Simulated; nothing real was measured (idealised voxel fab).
voxel wiring stack: a process module
For reference, the cross-section in this document is cut, with width 240 nm and square cells of 5 nm.
The cross-sections in this document take the form of a grid made of square cells. They are written out as bands, in order from top to bottom. Each band consists of one or more rows of cells. Each band's line starts with the height of the band's top and of its bottom, in nm. Then come its materials from left to right, each with its width in nm. One material with "edge to edge" fills the band from edge to edge. "blank" is empty space. Heights are measured from 0, the level below which the as-received wafer is all one material; the lowest band has no bottom and continues downward, written as in "0 -> down". The notation "30..40" denotes a width that varies across the rows of cells in the band, beginning at the first number in the top row, finishing at the second number in the bottom row, and changing by an identical amount from each row to the next. Given "remains unaltered" for a step, no cell of the cross-section differs between before and after that step. For the entry "Enclosed void list", the listed items are empty spaces with no open way to the top whose size is 8 cells or more; each item follows the pattern width x height at distance, where distance is from the left edge and all three are in nm. What comes after the settings on a step's line is commentary from the simulator itself on that step. A step line may carry the setting "overlay nm", which, for steps involving a mask, states the distance by which the mask lay to the right of its intended position; negative values denote displacement to the left.
### Steps in the process plan
1 RECEIVE, material Si
2 CONFORMAL_DEP, material SiO2, thk nm 10
3 CONFORMAL_DEP, material SiN, thk nm 5
4 DIRECTIONAL_DEP, material lowk, thk nm 15
5 MASKED_ETCH, tone open, mask id METAL_1, width nm 30, pitch nm 45, etch materials lowk, depth nm 15, overlay nm 0
6 MASKED_ETCH, tone open, mask id METAL_1, width nm 30, pitch nm 45, etch materials SiN, depth nm 5, overlay nm 0
7 CONFORMAL_DEP, material TiN, thk nm 5
8 FILL_DEP, material Cu, thk nm 5
9 CMP, height nm 30
10 CONFORMAL_DEP, material SiCN, thk nm 5
11 DIRECTIONAL_DEP, material SiO2, thk nm 10
12 PATTERN, tone open, mask id PLUG_1, material resist, width nm 15, pitch nm 45, thk nm 20, overlay nm 0
13 DIRECTIONAL_ETCH, etch materials SiO2, depth nm 10
14 DIRECTIONAL_ETCH, etch materials SiCN, depth nm 5
15 STRIP, etch materials resist
16 CONFORMAL_DEP, material TiN, thk nm 5
17 FILL_DEP, material W, thk nm 5
18 CMP, height nm 45
19 DIRECTIONAL_DEP, material TiN, thk nm 5
20 DIRECTIONAL_DEP, material W, thk nm 15
21 PATTERN, tone cover, mask id METAL_2, material resist, width nm 30, pitch nm 45, thk nm 20, overlay nm 0
22 DIRECTIONAL_ETCH, etch materials W, depth nm 15
23 DIRECTIONAL_ETCH, etch materials TiN, depth nm 5
24 STRIP, etch materials resist
25 FILL_DEP, material lowk, thk nm 10
26 CMP, height nm 65
27 CONFORMAL_DEP, material SiCN, thk nm 5
28 DIRECTIONAL_DEP, material lowk, thk nm 10
29 PATTERN, tone open, mask id PLUG_2, material resist, width nm 15, pitch nm 90, thk nm 15, overlay nm 0
30 DIRECTIONAL_ETCH, etch materials lowk, depth nm 10
31 DIRECTIONAL_ETCH, etch materials SiCN, depth nm 5
32 STRIP, etch materials resist
33 EPI, material Ru, thk nm 10
34 EPI, material Ru, thk nm 5
35 CONFORMAL_DEP, material SiCN, thk nm 5
36 DIRECTIONAL_DEP, material SiO2, thk nm 20
37 MASKED_ETCH, tone open, mask id METAL_3, width nm 30, pitch nm 45, etch materials SiO2, depth nm 20, overlay nm 0
38 MASKED_ETCH, tone open, mask id METAL_3, width nm 30, pitch nm 45, etch materials SiCN, depth nm 5, overlay nm 0
39 CONFORMAL_DEP, material TiN, thk nm 5
40 FILL_DEP, material Cu, thk nm 10
41 CMP, height nm 105
42 CONFORMAL_DEP, material SiCN, thk nm 5
43 DIRECTIONAL_DEP, material lowk, thk nm 35
44 MASKED_ETCH, tone open, mask id METAL_4, width nm 30, pitch nm 45, etch materials lowk, depth nm 20, overlay nm 0
45 MASKED_ETCH, tone open, mask id METAL_4_HOLES, width nm 15, pitch nm 45, etch materials lowk, depth nm 15, overlay nm 0
46 MASKED_ETCH, tone open, mask id METAL_4_HOLES, width nm 15, pitch nm 45, etch materials SiCN, depth nm 5, overlay nm 0
47 CONFORMAL_DEP, material TiN, thk nm 5
48 FILL_DEP, material Cu, thk nm 5
49 CMP, height nm 145
50 CONFORMAL_DEP, material SiN, thk nm 5
### Delivered wafer in cross-section: state after step 1
    0 -> down | Si edge to edge
    Enclosed void list: none
### Here's the cross-section of the first of our two wafers at the end of the module - it ran as planned
    150 -> 145 | SiN edge to edge
    145 -> 130 | 60 of lowk / 5 of TiN / 20 of Cu / 5 of TiN / 15 of lowk / 5 of TiN / 20 of Cu / 5 of TiN / 15 of lowk / 5 of TiN / 20 of Cu / 5 of TiN / 60 of lowk
    130 -> 125 | 60 of lowk / 5 of TiN / 5 of Cu / 20 of TiN / 15 of lowk / 5 of TiN / 5 of Cu / 20 of TiN / 15 of lowk / 5 of TiN / 5 of Cu / 20 of TiN / 60 of lowk
    125 -> 110 | 60 of lowk / 5 of TiN / 5 of Cu / 5 of TiN / 30 of lowk / 5 of TiN / 5 of Cu / 5 of TiN / 30 of lowk / 5 of TiN / 5 of Cu / 5 of TiN / 75 of lowk
    110 -> 105 | 60 of SiCN / 15 of TiN / 30 of SiCN / 15 of TiN / 30 of SiCN / 15 of TiN / 75 of SiCN
    105 -> 85 | 60 of SiO2 / 5 of TiN / 20 of Cu / 5 of TiN / 15 of SiO2 / 5 of TiN / 20 of Cu / 5 of TiN / 15 of SiO2 / 5 of TiN / 20 of Cu / 5 of TiN / 60 of SiO2
    85 -> 80 | 60 of SiCN / 30 of TiN / 15 of SiCN / 30 of TiN / 15 of SiCN / 30 of TiN / 60 of SiCN
    80 -> 70 | 60 of lowk / 15 of Ru / 75 of lowk / 15 of Ru / 75 of lowk
    70 -> 65 | 60 of SiCN / 15 of Ru / 75 of SiCN / 15 of Ru / 75 of SiCN
    65 -> 50 | 60 of lowk / 30 of W / 15 of lowk / 30 of W / 15 of lowk / 30 of W / 60 of lowk
    50 -> 45 | 60 of lowk / 30 of TiN / 15 of lowk / 30 of TiN / 15 of lowk / 30 of TiN / 60 of lowk
    45 -> 35 | 60 of SiO2 / 5 of TiN / 5 of W / 5 of TiN / 30 of SiO2 / 5 of TiN / 5 of W / 5 of TiN / 30 of SiO2 / 5 of TiN / 5 of W / 5 of TiN / 75 of SiO2
    35 -> 30 | 60 of SiCN / 15 of TiN / 30 of SiCN / 15 of TiN / 30 of SiCN / 15 of TiN / 75 of SiCN
    30 -> 15 | 60 of lowk / 5 of TiN / 20 of Cu / 5 of TiN / 15 of lowk / 5 of TiN / 20 of Cu / 5 of TiN / 15 of lowk / 5 of TiN / 20 of Cu / 5 of TiN / 60 of lowk
    15 -> 10 | 60 of SiN / 30 of TiN / 15 of SiN / 30 of TiN / 15 of SiN / 30 of TiN / 60 of SiN
    10 -> 0 | SiO2 edge to edge
    0 -> down | Si edge to edge
    Enclosed void list: none
### Second wafer cross-section at end of module - shared start and plan with the first, one mistake in the run
    150 -> 145 | SiN edge to edge
    145 -> 130 | 60 of lowk / 5 of TiN / 20 of Cu / 5 of TiN / 15 of lowk / 5 of TiN / 20 of Cu / 5 of TiN / 15 of lowk / 5 of TiN / 20 of Cu / 5 of TiN / 60 of lowk
    130 -> 125 | 60 of lowk / 5 of TiN / 5 of Cu / 20 of TiN / 15 of lowk / 5 of TiN / 5 of Cu / 20 of TiN / 15 of lowk / 5 of TiN / 5 of Cu / 20 of TiN / 60 of lowk
    125 -> 110 | 60 of lowk / 5 of TiN / 5 of Cu / 5 of TiN / 30 of lowk / 5 of TiN / 5 of Cu / 5 of TiN / 30 of lowk / 5 of TiN / 5 of Cu / 5 of TiN / 75 of lowk
    110 -> 105 | 60 of SiCN / 15 of TiN / 30 of SiCN / 15 of TiN / 30 of SiCN / 15 of TiN / 75 of SiCN
    105 -> 85 | 60 of SiO2 / 5 of TiN / 20 of Cu / 5 of TiN / 15 of SiO2 / 5 of TiN / 20 of Cu / 5 of TiN / 15 of SiO2 / 5 of TiN / 20 of Cu / 5 of TiN / 60 of SiO2
    85 -> 80 | 60 of SiCN / 30 of TiN / 15 of SiCN / 30 of TiN / 15 of SiCN / 30 of TiN / 60 of SiCN
    80 -> 70 | 60 of lowk / 15 of Ru / 75 of lowk / 15 of Ru / 75 of lowk
    70 -> 65 | 60 of SiCN / 15 of Ru / 75 of SiCN / 15 of Ru / 75 of SiCN
    65 -> 50 | 65 of lowk / 30 of W / 15 of lowk / 30 of W / 15 of lowk / 30 of W / 55 of lowk
    50 -> 45 | 65 of lowk / 30 of TiN / 15 of lowk / 30 of TiN / 15 of lowk / 30 of TiN / 55 of lowk
    45 -> 35 | 60 of SiO2 / 5 of TiN / 5 of W / 5 of TiN / 30 of SiO2 / 5 of TiN / 5 of W / 5 of TiN / 30 of SiO2 / 5 of TiN / 5 of W / 5 of TiN / 75 of SiO2
    35 -> 30 | 60 of SiCN / 15 of TiN / 30 of SiCN / 15 of TiN / 30 of SiCN / 15 of TiN / 75 of SiCN
    30 -> 15 | 60 of lowk / 5 of TiN / 20 of Cu / 5 of TiN / 15 of lowk / 5 of TiN / 20 of Cu / 5 of TiN / 15 of lowk / 5 of TiN / 20 of Cu / 5 of TiN / 60 of lowk
    15 -> 10 | 60 of SiN / 30 of TiN / 15 of SiN / 30 of TiN / 15 of SiN / 30 of TiN / 60 of SiN
    10 -> 0 | SiO2 edge to edge
    0 -> down | Si edge to edge
    Enclosed void list: none
The mistake made against the process plan was this: in deviation from the planned setting, step 21 was conducted as PATTERN, tone cover, mask id METAL_2, material resist, width nm 30, pitch nm 45, thk nm 20, overlay nm 5
If you tally the cells, the second wafer ends up with the same amount of every material as the first; it's all just sitting in different places.
